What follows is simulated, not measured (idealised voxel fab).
This is a process module. Its name is voxel air gaps.
Each square cell in cross-section cut measures 5 nm, and the section as a whole is 225 nm wide.
If you're reading a cross-section in this doc, picture square cells in a grid; it comes to you as bands, top ones listed first down to the bottom, and a band can be one or more rows of cells. Band: top height; bottom height; in nm. Then, left to right: material with width in nm, for each material. "full width": a single material spanning edge to edge. "empty": empty space. All heights in this document are referenced to 0, defined as the level beneath which the wafer, as received, consists entirely of one material. The lowest band is not bounded below; it extends indefinitely downward and is written in the form "z 0 and below". A width given as "30->40" starts at the first number in the band's top row and ends at the second number in its bottom row, shifting by an equal amount at every step from row to row. When a step is marked "no alteration", none of the cells in the cross-section changed during that step. The entry "Voids, fully enclosed" lists the empty spaces that cover at least 8 cells and have no open path to the top. Each is written as width x height at distance, where the distance is measured from the left edge and all three values are in nm. Formally, on a step line, whatever follows the settings is a remark that the simulator itself makes on the step. On any step carrying a mask, the "overlay nm" setting, if present on the step's line, tells how far right of its planned place the mask lay; negative values point to the left.

[Intended process steps]
| 1 | RECEIVE, material Si |
| 2 | CONFORMAL_DEP, material SiO2, thk nm 15 |
| 3 | CONFORMAL_DEP, material SiN, thk nm 5 |
| 4 | DIRECTIONAL_DEP, material lowk, thk nm 30 |
| 5 | DIRECTIONAL_DEP, material aC, thk nm 10 |
| 6 | PATTERN, tone open, mask id LINES, material resist, width nm 15, pitch nm 40, thk nm 25, overlay nm 0 |
| 7 | DIRECTIONAL_ETCH, etch materials aC, depth nm 10 |
| 8 | STRIP, etch materials resist |
| 9 | DIRECTIONAL_ETCH, etch materials lowk, depth nm 30 |
| 10 | STRIP, etch materials aC |
| 11 | CONFORMAL_DEP, material TiN, thk nm 5 |
| 12 | FILL_DEP, material W, thk nm 10 |
| 13 | CMP, height nm 50 |
| 14 | EPI, material Ru, thk nm 10 |
| 15 | SELECTIVE_ETCH, etch materials lowk, depth nm 40 |
| 16 | CONFORMAL_DEP, material SiCN, thk nm 5 |
Keep in mind the plan's value for the width nm of step 6 comes from the first wafer; the wafers don't share that setting, but they do share the same starting point.

[The as-received cross-section of the first of several wafers corresponds to the state after step 1]
  z 0 and below: Si full width
  Voids, fully enclosed: none

[Gained (+) or lost (-) cells of each material since receipt, then closed voids: one row per wafer, at the end of the module]
width nm 15; +56 Ru; +129 SiCN; +45 SiN; +135 SiO2; +52 TiN; +20 W; Voids, fully enclosed: 15 x 20 at 65; 15 x 20 at 105; 15 x 20 at 145
width nm 20; +64 Ru; +69 SiCN; +45 SiN; +135 SiO2; +56 TiN; +40 W; +72 lowk; Voids, fully enclosed: none
width nm 25; +66 Ru; +69 SiCN; +45 SiN; +135 SiO2; +60 TiN; +60 W; +54 lowk; Voids, fully enclosed: none
